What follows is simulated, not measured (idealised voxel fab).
Process module in this document: voxel tone inversion
Cross-sectional view cut (width: 230 nm; square cell size: 5 nm).
This document writes a cross-section as a grid whose cells are square, and gives it as bands, listed from the top down; one or more rows of cells form a band. The entry gives the band's vertical extent as a top height and a bottom height in nm, then its horizontal make-up as materials from left to right, each with a width in nm. "empty" stands for empty space; a single material marked "all across" fills the band edge to edge. Heights are measured from 0, the level below which the as-received wafer is all one material; the lowest band has no bottom and continues downward, written as in "0 down". Read "30 to 40" as a graded width: first number on top, second number at the bottom, same change between each pair of neighbouring rows. The designation "remained unchanged", where it is given for a processing step, indicates that no cell of the cross-section was altered in the course of that step. If an empty space has no open way to the top and is at least 8 cells in size, "Cavities, sealed" lists it, written width x height at distance, where distance is measured from the left edge and every value is in nm. Note: text after step settings on the step line = simulator remark on that step. overlay nm: right-of-plan distance of the mask on a masked step; negative values mean left-of-plan.

### Below is the list of planned process steps
1,RECEIVE, material Si
2,CONFORMAL_DEP, material SiCN, thk nm 10
3,DIRECTIONAL_DEP, material polySi, thk nm 20
4,PATTERN, tone cover, mask id POSTS, material resist, width nm 15, pitch nm 40, thk nm 30, overlay nm -15
5,DIRECTIONAL_ETCH, etch materials polySi, depth nm 20
6,STRIP, etch materials resist
7,FILL_DEP, material lowk, thk nm 10
8,CMP, height nm 30
9,STRIP, etch materials polySi
10,CONFORMAL_DEP, material TiN, thk nm 5
11,FILL_DEP, material Ru, thk nm 10
12,CMP, height nm 30
13,CONFORMAL_DEP, material SiN, thk nm 5
Keep in mind the plan's value for the overlay nm of step 4 comes from the first wafer; the wafers don't share that setting, but they do share the same starting point.

### The first of several wafers, as received after step 1, seen in section
* 0 down  Si all across
* Cavities, sealed: none

### The cross-section of the first of several wafers is given below for the end of the module, after its final step, step 13
* 35 to 30  SiN all across
* 30 to 15  lowk 50, then TiN 5, then Ru 5, then TiN 5, then lowk 25, then TiN 5, then Ru 5, then TiN 5, then lowk 25, then TiN 5, then Ru 5, then TiN 5, then lowk 85
* 15 to 10  lowk 50, then TiN 15, then lowk 25, then TiN 15, then lowk 25, then TiN 15, then lowk 85
* 10 to 0  SiCN all across
* 0 down  Si all across
* Cavities, sealed: none

### Here we cross-sectioned the last of the wafers once the module was done
* 35 to 30  SiN all across
* 30 to 15  lowk 80, then TiN 5, then Ru 5, then TiN 5, then lowk 25, then TiN 5, then Ru 5, then TiN 5, then lowk 25, then TiN 5, then Ru 5, then TiN 5, then lowk 55
* 15 to 10  lowk 80, then TiN 15, then lowk 25, then TiN 15, then lowk 25, then TiN 15, then lowk 55
* 10 to 0  SiCN all across
* 0 down  Si all across
* Cavities, sealed: none

### Table: wafers, a row each; end-of-module cell change per material since receipt, gain (+), loss (-); then closed voids
overlay nm -15; +9 Ru; +92 SiCN; +46 SiN; +27 TiN; +148 lowk; Cavities, sealed: none
overlay nm -10; +9 Ru; +92 SiCN; +46 SiN; +27 TiN; +148 lowk; Cavities, sealed: none
overlay nm -5; +9 Ru; +92 SiCN; +46 SiN; +27 TiN; +148 lowk; Cavities, sealed: none
overlay nm 0; +9 Ru; +92 SiCN; +46 SiN; +27 TiN; +148 lowk; Cavities, sealed: none
overlay nm 5; +9 Ru; +92 SiCN; +46 SiN; +27 TiN; +148 lowk; Cavities, sealed: none
overlay nm 10; +9 Ru; +92 SiCN; +46 SiN; +27 TiN; +148 lowk; Cavities, sealed: none
overlay nm 15; +9 Ru; +92 SiCN; +46 SiN; +27 TiN; +148 lowk; Cavities, sealed: none
